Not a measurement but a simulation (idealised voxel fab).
Process module name: voxel self aligned vias
In the cross-section labelled cut, the width is 170 nm and each square cell is 5 nm.
Square cells in a grid make up a cross-section in this document, and the grid is given as bands, listed from the top down, each one or more rows of cells.
Band: top and bottom heights (nm) first, top before bottom; then materials from left to right, widths in nm. "full width" marks a sole material filling the band edge to edge. "empty" denotes empty space.
All heights in this document are referenced to 0, defined as the level beneath which the wafer, as received, consists entirely of one material. The lowest band is not bounded below; it extends indefinitely downward and is written in the form "from 0 down".
So if you see something like "30..40" for the width, read it as the top row of the band sitting at the first number and the bottom row at the second, with every row in between moving by the same amount as the last.
A step reported as "no change" is a step in which no cell of the cross-section changed.
Heads up: "Enclosed empty spaces" only lists the empty pockets with no open path to the top that are 8 cells or more, and it writes them as width x height at distance, distance from the left edge, in nm.
It should be noted that, on the line of a given step, the content following the step's settings is a remark produced by the simulator itself with respect to that step.
overlay nm: mask right of planned place by this much (step with mask). Neg. = left.

## The following list gives the planned process steps
1: RECEIVE [material Si]
2: CONFORMAL_DEP [material SiO2] [thk nm 15]
3: CONFORMAL_DEP [material SiCN] [thk nm 5]
4: DIRECTIONAL_DEP [material lowk] [thk nm 20]
5: PATTERN [tone open] [mask id LINES] [material resist] [width nm 20] [pitch nm 55] [thk nm 20] [overlay nm 0]
6: DIRECTIONAL_ETCH [etch materials lowk] [depth nm 20]
7: STRIP [etch materials resist]
8: CONFORMAL_DEP [material TiN] [thk nm 5]
9: FILL_DEP [material Ru] [thk nm 5]
10: CMP [height nm 40]
11: SELECTIVE_ETCH [etch materials W Ru TiN] [depth nm 10]
12: FILL_DEP [material SiN] [thk nm 10]
13: CMP [height nm 40]
14: DIRECTIONAL_DEP [material lowk] [thk nm 20]
15: MASKED_ETCH [tone open] [mask id VIAS] [width nm 30] [pitch nm 110] [etch materials lowk] [depth nm 20] [overlay nm 0]
16: MASKED_ETCH [tone open] [mask id VIAS] [width nm 30] [pitch nm 110] [etch materials SiN] [depth nm 10] [overlay nm 0]
17: CONFORMAL_DEP [material TiN] [thk nm 5]
18: FILL_DEP [material Ru] [thk nm 10]
19: CMP [height nm 60]
20: CONFORMAL_DEP [material SiN] [thk nm 5]

## Incoming wafer, cross-sectional view, post step 1
	from 0 down  Si full width
	Enclosed empty spaces: none

## First wafer of two, sectioned at end of module; run went per plan
	from 65 to 60  SiN full width
	from 60 to 45  lowk=15 | TiN=5 | Ru=20 | TiN=5 | lowk=80 | TiN=5 | Ru=20 | TiN=5 | lowk=15
	from 45 to 40  lowk=15 | TiN=10 | Ru=10 | TiN=10 | lowk=80 | TiN=10 | Ru=10 | TiN=10 | lowk=15
	from 40 to 35  lowk=20 | TiN=5 | Ru=10 | TiN=5 | lowk=35 | SiN=20 | lowk=35 | TiN=5 | Ru=10 | TiN=5 | lowk=20
	from 35 to 30  lowk=20 | TiN=20 | lowk=35 | SiN=20 | lowk=35 | TiN=20 | lowk=20
	from 30 to 25  lowk=20 | TiN=5 | Ru=10 | TiN=5 | lowk=35 | TiN=5 | Ru=10 | TiN=5 | lowk=35 | TiN=5 | Ru=10 | TiN=5 | lowk=20
	from 25 to 20  lowk=20 | TiN=20 | lowk=35 | TiN=20 | lowk=35 | TiN=20 | lowk=20
	from 20 to 15  SiCN full width
	from 15 to 0  SiO2 full width
	from 0 down  Si full width
	Enclosed empty spaces: none

## Cross-section at end of module for the second wafer of two, which matched the first in starting point and plan and differed by one mistake in its processing
	from 65 to 60  SiN full width
	from 60 to 45  lowk=15 | TiN=5 | Ru=20 | TiN=5 | lowk=80 | TiN=5 | Ru=20 | TiN=5 | lowk=15
	from 45 to 40  lowk=15 | TiN=30 | lowk=80 | TiN=30 | lowk=15
	from 40 to 35  SiCN full width
	from 35 to 15  lowk full width
	from 15 to 0  SiO2 full width
	from 0 down  Si full width
	Enclosed empty spaces: none
What was done differently from what was planned? transposition of steps 3 and 4 relative to the planned sequence
Wrapping up, a cell-based count of both wafers puts the second over or under the first for these materials: -14 Ru | -8 SiN | -26 TiN | +48 lowk
